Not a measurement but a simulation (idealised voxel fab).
process module | voxel trench capacitor
Cross-section cut spans 230 nm and uses square cells 5 nm in size.
This document writes a cross-section as a grid whose cells are square, and gives it as bands, listed from the top down; one or more rows of cells form a band. It is stipulated that each band's entry specify, in nanometres, the height of the top of the band and then that of its bottom, followed by the materials of the band in left-to-right sequence, each together with its width in nanometres. A single material marked by the word "throughout" is understood to fill the band from edge to edge; the word "blank" is understood to denote empty space. Below 0: as-received wafer, all one material; heights counted from there. Lowest band: no bottom, goes on down, written "z 0 and below". Think of "30->40" as a width that walks from the first number to the second as you go down the band, top row to bottom row, taking equal-sized steps from row to row. You'll sometimes find "nothing changed" written for a step, and that's the way of saying that nowhere in the cross-section did a cell change during that step. "Enclosed void listing": empty spaces of 8 cells or more with no open way to the top, each given as width x height at distance, distance from the left edge, all in nm. On each step's line, the part that comes after the settings is the simulator's own comment on the step. "overlay nm" on a masked step: distance the mask lay right of its planned place, negative for left.
**Steps planned for the process**
1) RECEIVE, material Si
2) CONFORMAL_DEP, material SiN, thk nm 5
3) DIRECTIONAL_DEP, material aC, thk nm 10
4) PATTERN, tone open, mask id TRENCH, material resist, width nm 30, pitch nm 55, thk nm 30, overlay nm 0
5) DIRECTIONAL_ETCH, etch materials aC, depth nm 10
6) STRIP, etch materials resist
7) DIRECTIONAL_ETCH, etch materials SiN, depth nm 5
8) DIRECTIONAL_ETCH, etch materials Si, depth nm 30
9) STRIP, etch materials aC
10) CONFORMAL_DEP, material HfO2, thk nm 5
11) CONFORMAL_DEP, material TiN, thk nm 5
12) FILL_DEP, material W, thk nm 5
13) CMP, height nm 5
**Wafer as received: cross-section following step 1**
	z 0 and below  Si throughout
	Enclosed void listing: none
**Here's the wafer cut in cross-section after the module, started and planned just like above, except one thing was done wrong in the run**
	z 20 to 15  W throughout
	z 15 to 10  80 TiN / 10 W / 45 TiN / 10 W / 85 TiN
	z 10 to 5  75 HfO2 / 5 TiN / 10 W / 5 TiN / 35 HfO2 / 5 TiN / 10 W / 5 TiN / 80 HfO2
	z 5 to 0  70 SiN / 5 HfO2 / 5 TiN / 10 W / 5 TiN / 5 HfO2 / 25 SiN / 5 HfO2 / 5 TiN / 10 W / 5 TiN / 5 HfO2 / 75 SiN
	z 0 to -20  70 Si / 5 HfO2 / 5 TiN / 10 W / 5 TiN / 5 HfO2 / 25 Si / 5 HfO2 / 5 TiN / 10 W / 5 TiN / 5 HfO2 / 75 Si
	z -20 to -25  70 Si / 5 HfO2 / 20 TiN / 5 HfO2 / 25 Si / 5 HfO2 / 20 TiN / 5 HfO2 / 75 Si
	z -25 to -30  70 Si / 30 HfO2 / 25 Si / 30 HfO2 / 75 Si
	z -30 and below  Si throughout
	Enclosed void listing: none
The plan and the run diverged here: step 13 of the plan was jumped over and never run
